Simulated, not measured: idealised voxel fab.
Module name: voxel self aligned vias (process module)
We display cut, a cross-section 235 nm in width whose square cells are each 5 nm.
Cross-section = grid of square cells, listed top down in bands; band = one or more rows.
This entry defines a band. It first specifies the height of the band's top and the height of its bottom in nm, and then specifies the band's materials from left to right, stating each material with its width in nm. The word "throughout" identifies a single material that fills the band from edge to edge, while the word "air" identifies empty space.
Below 0: as-received wafer, all one material; heights counted from there. Lowest band: no bottom, goes on down, written "0..down".
The notation "30..40" denotes a width that varies across the rows of cells in the band, beginning at the first number in the top row, finishing at the second number in the bottom row, and changing by an identical amount from each row to the next.
Reading "everything unchanged" for a step: not a cell of the cross-section changed in it.
Entry "closed voids" = empty spaces >= 8 cells with no open way to the top; each as width x height at distance, distance from left edge, all nm.
Text after the settings on a step's line: the simulator's own remark on that step.
The setting "overlay nm" may be written on the line of a step. When the step uses a mask, the value reports how far to the right of the planned place the mask lay, and a negative value reports that it lay to the left.
**Planned process steps**
1: RECEIVE: material Si
2: CONFORMAL_DEP: material SiO2, thk nm 10
3: CONFORMAL_DEP: material SiCN, thk nm 5
4: DIRECTIONAL_DEP: material lowk, thk nm 30
5: PATTERN: tone open, mask id LINES, material resist, width nm 25, pitch nm 65, thk nm 15, overlay nm 0
6: DIRECTIONAL_ETCH: etch materials lowk, depth nm 30
7: STRIP: etch materials resist
8: CONFORMAL_DEP: material TiN, thk nm 5
9: FILL_DEP: material Ru, thk nm 5
10: CMP: height nm 45
11: SELECTIVE_ETCH: etch materials W Ru TiN, depth nm 5
12: FILL_DEP: material SiN, thk nm 5
13: CMP: height nm 45
14: DIRECTIONAL_DEP: material lowk, thk nm 10
15: MASKED_ETCH: tone open, mask id VIAS, width nm 35, pitch nm 65, etch materials lowk, depth nm 20, overlay nm 0
16: MASKED_ETCH: tone open, mask id VIAS, width nm 35, pitch nm 65, etch materials SiN, depth nm 5, overlay nm 0
17: CONFORMAL_DEP: material TiN, thk nm 5
18: FILL_DEP: material W, thk nm 10
19: CMP: height nm 65
20: CONFORMAL_DEP: material SiN, thk nm 5
The thk nm used in step 14 is not the same on every wafer, whereas the starting condition is; the value printed in the plan is the first wafer's.
**After step 1, as received: first of several wafers, cross-section**
0..down = Si throughout
closed voids: none
**First of several wafers, sectioned at end of module (last step: step 20)**
70..65 = SiN throughout
65..60 = W throughout
60..55 = 40 TiN  25 W  40 TiN  25 W  40 TiN  25 W  40 TiN
55..45 = 35 lowk  5 TiN  25 W  5 TiN  30 lowk  5 TiN  25 W  5 TiN  30 lowk  5 TiN  25 W  5 TiN  35 lowk
45..40 = 35 lowk  35 TiN  30 lowk  35 TiN  30 lowk  35 TiN  35 lowk
40..35 = 35 lowk  10 TiN  15 Ru  10 TiN  30 lowk  10 TiN  15 Ru  10 TiN  30 lowk  10 TiN  15 Ru  10 TiN  35 lowk
35..20 = 40 lowk  5 TiN  15 Ru  5 TiN  40 lowk  5 TiN  15 Ru  5 TiN  40 lowk  5 TiN  15 Ru  5 TiN  40 lowk
20..15 = 40 lowk  25 TiN  40 lowk  25 TiN  40 lowk  25 TiN  40 lowk
15..10 = SiCN throughout
10..0 = SiO2 throughout
0..down = Si throughout
closed voids: none
**At the end of the module, the last of several wafers in cross-section**
70..65 = SiN throughout
65..60 = 35 lowk  35 TiN  30 lowk  35 TiN  30 lowk  35 TiN  35 lowk
60..45 = lowk throughout
45..40 = 40 lowk  25 SiN  40 lowk  25 SiN  40 lowk  25 SiN  40 lowk
40..20 = 40 lowk  5 TiN  15 Ru  5 TiN  40 lowk  5 TiN  15 Ru  5 TiN  40 lowk  5 TiN  15 Ru  5 TiN  40 lowk
20..15 = 40 lowk  25 TiN  40 lowk  25 TiN  40 lowk  25 TiN  40 lowk
15..10 = SiCN throughout
10..0 = SiO2 throughout
0..down = Si throughout
closed voids: none
**End of module, by wafer: material-by-material cell gain (+) or loss (-) since receipt, then closed voids**
thk nm 10 | +36 Ru | +47 SiCN | +47 SiN | +94 SiO2 | +110 TiN | +92 W | +232 lowk | closed voids: none
thk nm 15 | +36 Ru | +47 SiCN | +47 SiN | +94 SiO2 | +110 TiN | +60 W | +264 lowk | closed voids: none
thk nm 20 | +36 Ru | +47 SiCN | +47 SiN | +94 SiO2 | +84 TiN | +54 W | +296 lowk | closed voids: none
thk nm 25 | +36 Ru | +47 SiCN | +62 SiN | +94 SiO2 | +72 TiN | +30 W | +317 lowk | closed voids: none
thk nm 30 | +36 Ru | +47 SiCN | +62 SiN | +94 SiO2 | +66 TiN | +15 W | +338 lowk | closed voids: none
thk nm 35 | +36 Ru | +47 SiCN | +62 SiN | +94 SiO2 | +60 TiN | +359 lowk | closed voids: none
